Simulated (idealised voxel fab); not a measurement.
You're looking at the process module voxel ribs on slabs.
Pictured: cross-section cut, 285 nm wide, on a grid of 5 nm square cells.
Bands, listed from the top down, are how a cross-section gets written in this document; the cross-section itself is a grid of square cells, and a band is one or more rows of them.
In this notation a band is specified by the heights of its top and bottom, in that order and in nm, after which its materials appear from left to right, each paired with its width in nm. The word "full width" attached to a single material means that material fills the band from edge to edge; the word "empty" stands for empty space.
We count height from 0. Below that, the starting wafer is all one material. The lowest band never ends at the bottom but goes on down; see "z 0 and below" for how that is written.
Note: "30 to 40" means the width goes from the first number (top row of the band) to the second number (bottom row) in equal steps per row of cells.
A step reported as "no modification" is a step in which no cell of the cross-section changed.
"Enclosed void list": empty spaces of 8 cells or more with no open way to the top, each given as width x height at distance, distance from the left edge, all in nm.
It should be noted that, on the line of a given step, the content following the step's settings is a remark produced by the simulator itself with respect to that step.
You can add "overlay nm" to a step's line. For a step with a mask, it describes how far the mask lay to the right of its planned position, and a negative number describes a lay to the left.
# The planned process steps are enumerated hereunder
1) RECEIVE | material Si
2) DIRECTIONAL_DEP | material SiO2 | thk nm 30
3) DIRECTIONAL_DEP | material polySi | thk nm 20
4) PATTERN | tone cover | mask id RIB | material resist | width nm 25 | thk nm 20 | overlay nm 0
5) DIRECTIONAL_ETCH | etch materials polySi | depth nm 5
6) STRIP | etch materials resist
7) DIRECTIONAL_DEP | material aC | thk nm 10
8) PATTERN | tone cover | mask id SLAB | material resist | width nm 75 | thk nm 30 | overlay nm 0
9) DIRECTIONAL_ETCH | etch materials aC | depth nm 10
10) STRIP | etch materials resist
11) DIRECTIONAL_ETCH | etch materials polySi | depth nm 15
12) STRIP | etch materials aC
13) FILL_DEP | material SiO2 | thk nm 25
14) CMP | height nm 65
15) DIRECTIONAL_DEP | material W | thk nm 10
16) MASKED_ETCH | tone cover | mask id HEATER | width nm 35 | etch materials W | depth nm 10 | overlay nm 0
17) CONFORMAL_DEP | material SiO2 | thk nm 5
# As-received state of the wafer in cross-section, equivalent to post-step 1
> z 0 and below  Si full width
> Enclosed void list: none
# Cross-section taken at module completion on the first of two wafers; processed per the plan
> z 80 to 75  120 of empty, then 45 of SiO2, then 120 of empty
> z 75 to 70  120 of empty, then 5 of SiO2, then 35 of W, then 5 of SiO2, then 120 of empty
> z 70 to 65  125 of SiO2, then 35 of W, then 125 of SiO2
> z 65 to 50  SiO2 full width
> z 50 to 45  130 of SiO2, then 25 of polySi, then 130 of SiO2
> z 45 to 30  105 of SiO2, then 75 of polySi, then 105 of SiO2
> z 30 to 0  SiO2 full width
> z 0 and below  Si full width
> Enclosed void list: none
# Wafer two, end of module, cross-section. Same start, same plan as wafer one. One mistake in the run
> z 80 to 75  120 of empty, then 45 of SiO2, then 120 of empty
> z 75 to 70  120 of empty, then 5 of SiO2, then 35 of W, then 5 of SiO2, then 120 of empty
> z 70 to 65  125 of SiO2, then 35 of W, then 125 of SiO2
> z 65 to 50  SiO2 full width
> z 50 to 45  130 of SiO2, then 25 of polySi, then 130 of SiO2
> z 45 to 30  110 of SiO2, then 75 of polySi, then 100 of SiO2
> z 30 to 0  SiO2 full width
> z 0 and below  Si full width
> Enclosed void list: none
Heads up, the wafer didn't run the way we planned it: it should be noted that step 8 was executed with settings other than those planned, the operation and settings actually applied being PATTERN | tone cover | mask id SLAB | material resist | width nm 75 | thk nm 30 | overlay nm 5
Cell counts per material: same on both final wafers. Positions: different.
